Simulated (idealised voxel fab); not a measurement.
voxel released beams: a process module
Section cut is 230 nm wide and gridded with 5 nm square cells.
Format of a cross-section: grid, square cells. Given as bands. Order: top down. Band: one or more rows of cells.
This entry defines a band. It first specifies the height of the band's top and the height of its bottom in nm, and then specifies the band's materials from left to right, stating each material with its width in nm. The word "all across" identifies a single material that fills the band from edge to edge, while the word "air" identifies empty space.
Measure heights from 0. That's the level where, below it, the as-received wafer is all one material. The lowest band is bottomless and extends downward; write it as in "0 down".
When a width is written as two numbers, as in "30->40", the first number is the width in the top row of cells of the band and the second is the width in its bottom row, and the width changes by the same amount from each row to the next.
Key: "no change" - step with no changed cell in the cross-section.
Each empty space that has no open way to the top and spans at least 8 cells appears under "Sealed voids" as width x height at distance, the distance counted from the left edge, all in nm.
Step line, after settings: the simulator's comment on this step.
overlay nm: step with mask; distance mask lay right of planned place; negative value = left of planned place.
-- Steps in the process plan
| 1 | RECEIVE (material Si) |
| 2 | CONFORMAL_DEP (material SiN; thk nm 5) |
| 3 | DIRECTIONAL_DEP (material SiO2; thk nm 10) |
| 4 | DIRECTIONAL_DEP (material aC; thk nm 10) |
| 5 | PATTERN (tone open; mask id ANCHOR; material resist; width nm 45; thk nm 30; overlay nm 0) |
| 6 | DIRECTIONAL_ETCH (etch materials aC; depth nm 10) |
| 7 | STRIP (etch materials resist) |
| 8 | DIRECTIONAL_ETCH (etch materials SiO2; depth nm 10) |
| 9 | STRIP (etch materials aC) |
| 10 | CONFORMAL_DEP (material TiN; thk nm 15) |
| 11 | PATTERN (tone cover; mask id BEAM; material resist; width nm 120; thk nm 15; overlay nm 0) |
| 12 | DIRECTIONAL_ETCH (etch materials TiN; depth nm 15) |
| 13 | STRIP (etch materials resist) |
| 14 | STRIP (etch materials SiO2) |
-- Cross-section: wafer on arrival = after step 1
0 down  Si all across
Sealed voids: none
-- a wafer at the end: this start, this plan, one mistake
30 to 20  50 air, 65 TiN, 115 air
20 to 15  50 air, 120 TiN, 60 air
15 to 5  40 air, 15 TiN, 45 SiO2, 70 TiN, 60 air
5 to 0  SiN all across
0 down  Si all across
Sealed voids: none
What was the processing mistake? step 5 did not use the planned setting and instead ran as PATTERN (tone cover; mask id ANCHOR; material resist; width nm 45; thk nm 30; overlay nm 0)
